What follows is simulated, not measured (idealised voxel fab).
process module | voxel self aligned vias
cross-section cut | 170 nm wide | cells 5 nm
A cross-section is a grid of square cells, given in bands from the top down. A band is one or more rows of cells.
Each band's line starts with the height of the band's top and of its bottom, in nm. Then come its materials from left to right, each with its width in nm. One material with "throughout" fills the band from edge to edge. "air" is empty space.
Height 0 is the level under which the wafer as received is all one material. The lowest band goes on downwards, as in "0 down".
A width such as "30 to 40" changes by the same amount from each row of cells to the next, from the band's top row to its bottom row.
"no change" after a step means that no cell of the cross-section changed.
closed voids: empty space of 8 cells or more with no open way to the top, each as width x height at its distance from the left edge, in nm
after a step's settings: what the simulator itself notes on the step
overlay nm, on a step with a mask: how far to the right of its planned place the mask lay; to the left if negative
plan
1 op RECEIVE | material Si
2 op CONFORMAL_DEP | material SiO2 | thk nm 10
3 op CONFORMAL_DEP | material SiCN | thk nm 5
4 op DIRECTIONAL_DEP | material SiO2 | thk nm 30
5 op DIRECTIONAL_DEP | material aC | thk nm 10
6 op PATTERN | tone open | mask id LINES | material resist | width nm 20 | pitch nm 45 | thk nm 25 | overlay nm -15
7 op DIRECTIONAL_ETCH | etch materials aC | depth nm 10
8 op STRIP | etch materials resist
9 op DIRECTIONAL_ETCH | etch materials SiO2 | depth nm 30
10 op STRIP | etch materials aC
11 op CONFORMAL_DEP | material TiN | thk nm 5
12 op FILL_DEP | material W | thk nm 10
13 op CMP | height nm 45
14 op SELECTIVE_ETCH | etch materials W Ru TiN | depth nm 10
15 op FILL_DEP | material SiN | thk nm 10
16 op CMP | height nm 45
17 op DIRECTIONAL_DEP | material SiO2 | thk nm 15
18 op PATTERN | tone open | mask id VIAS | material resist | width nm 30 | pitch nm 45 | thk nm 15 | overlay nm 0
19 op DIRECTIONAL_ETCH | etch materials SiO2 | depth nm 15
20 op DIRECTIONAL_ETCH | etch materials SiN | depth nm 10
21 op STRIP | etch materials resist
22 op CONFORMAL_DEP | material TiN | thk nm 5
23 op FILL_DEP | material W | thk nm 5
24 op CMP | height nm 60
25 op CONFORMAL_DEP | material SiCN | thk nm 5
varied across the wafers: overlay nm of step 6. The plan shows the first wafer's value. All wafers start alike
first wafer as received, after step 1
  0 down: Si throughout
  closed voids: none
each wafer at the end: cells of each material gained (+) or lost (-) since it was received, then its closed voids
overlay nm -15 | +68 SiCN | +8 SiN | +290 SiO2 | +48 TiN | +28 W | closed voids: none
overlay nm -10 | +68 SiCN | +4 SiN | +290 SiO2 | +48 TiN | +32 W | closed voids: none
overlay nm -5 | +68 SiCN | +290 SiO2 | +48 TiN | +36 W | closed voids: none
overlay nm 0 | +68 SiCN | +290 SiO2 | +48 TiN | +36 W | closed voids: none
overlay nm 5 | +68 SiCN | +290 SiO2 | +48 TiN | +36 W | closed voids: none
overlay nm 10 | +68 SiCN | +4 SiN | +290 SiO2 | +48 TiN | +32 W | closed voids: none
overlay nm 15 | +68 SiCN | +8 SiN | +290 SiO2 | +48 TiN | +28 W | closed voids: none
